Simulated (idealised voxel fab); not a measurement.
voxel local oxidation: a process module
Cross-sectional view cut (width: 230 nm; square cell size: 5 nm).
When this document writes out a cross-section, it uses a grid of square cells and lists it as bands, beginning at the top and moving down, with a band standing for one or more rows of cells.
Read a band's entry like this: the first values are the height of its top and the height of its bottom in nm, and what follows is the sequence of materials from left to right, each with its width in nm. Note that "empty" is empty space, and that a single material marked "full width" reaches across the band from edge to edge.
Heights are reckoned from 0. Under this level, the received wafer is all of one material. The bottommost band is open-ended downward, for example "top 0, no bottom".
The expression "30..40" gives the width at the extremes of the band, the first number at its top row of cells and the second at its bottom row, with the width changing by equal amounts from each row to the next in between.
For the purposes of this document, the phrase "same as before" attached to a step denotes that no cell within the cross-section was modified by that step.
"Enclosed empty spaces" - sealed voids, min. 8 cells, no opening to top; format: width x height at distance (distance from left edge; nm throughout).
What comes after the settings on a step's line is commentary from the simulator itself on that step.
"overlay nm" answers the question of how far to the right of plan the mask lay on a step that has a mask, and when it is negative the answer is to the left.

## Listed below are the process steps as planned
- 1: RECEIVE (material Si)
- 2: CONFORMAL_DEP (material SiO2; thk nm 5)
- 3: CONFORMAL_DEP (material SiN; thk nm 15)
- 4: PATTERN (tone cover; mask id ACTIVE; material resist; width nm 90; thk nm 15; overlay nm 0)
- 5: DIRECTIONAL_ETCH (etch materials SiN; depth nm 15)
- 6: STRIP (etch materials resist)
- 7: SELECTIVE_ETCH (etch materials SiO2; depth nm 5)
- 8: OXIDIZE (depth nm 10)
- 9: STRIP (etch materials SiN)

## The first wafer of two, processed as planned

## Step 1 complete: cross-section of the wafer as received
    top 0, no bottom = Si full width
    Enclosed empty spaces: none

## Cross-sectional representation of the wafer at the conclusion of step 2
    top 5, bottom 0 = SiO2 full width
    Below 0, no change.

## Cross-sectional representation of the wafer at the conclusion of step 3
    top 20, bottom 5 = SiN full width
    Below 5, no change.

## Cross-sectional representation of the wafer at the conclusion of step 4
    top 35, bottom 20 = empty: 70, then resist: 90, then empty: 70
    Below 20, no change.

## Cross-sectional representation of the wafer at the conclusion of step 5
    top 35, bottom 20 = empty: 70, then resist: 90, then empty: 70
    top 20, bottom 5 = empty: 70, then SiN: 90, then empty: 70
    Below 5, no change.

## Cross-sectional representation of the wafer at the conclusion of step 6
    top 20, bottom 5 = empty: 70, then SiN: 90, then empty: 70
    Below 5, no change.

## Cross-sectional representation of the wafer at the conclusion of step 7
    top 20, bottom 5 = empty: 70, then SiN: 90, then empty: 70
    top 5, bottom 0 = empty: 75, then SiO2: 80, then empty: 75
    Below 0, no change.

## Cross-sectional representation of the wafer at the conclusion of step 8
    top 20, bottom 5 = empty: 70, then SiN: 90, then empty: 70
    top 5, bottom 0 = empty: 75, then SiO2: 80, then empty: 75
    top 0, bottom -10 = SiO2: 85, then Si: 60, then SiO2: 85
    Below -10, no change.

## Cross-sectional representation of the wafer at the conclusion of step 9
    top 5, bottom 0 = empty: 75, then SiO2: 80, then empty: 75
    Below 0, no change.

## The second wafer was prepared from the same starting point and under the same plan as the first; its processing contained one mistake, and it remains indistinguishable from the first wafer up to and including step 2

## What the second wafer looks like in cross-section when step 3 should have wrapped up
    top 20, bottom 0 = SiO2 full width
    Below 0, no change.

## What the second wafer looks like in cross-section when step 4 should have wrapped up
    top 35, bottom 20 = empty: 70, then resist: 90, then empty: 70
    Below 20, no change.

What the second wafer looks like in cross-section when step 5 should have wrapped up: same as before

## What the second wafer looks like in cross-section when step 6 should have wrapped up
    top 20, bottom 0 = SiO2 full width
    Below 0, no change.

## What the second wafer looks like in cross-section when step 7 should have wrapped up
    top 15, bottom 0 = SiO2 full width
    Below 0, no change.

What the second wafer looks like in cross-section when step 8 should have wrapped up: same as before

What the second wafer looks like in cross-section when step 9 should have wrapped up: same as before
Short version of what went wrong: step 3 ran differently from the plan; actual operation with settings: CONFORMAL_DEP (material SiO2; thk nm 15)
End of process, cell counts, second wafer against first, materials with more or fewer: 68 more of Si, 54 more of SiO2
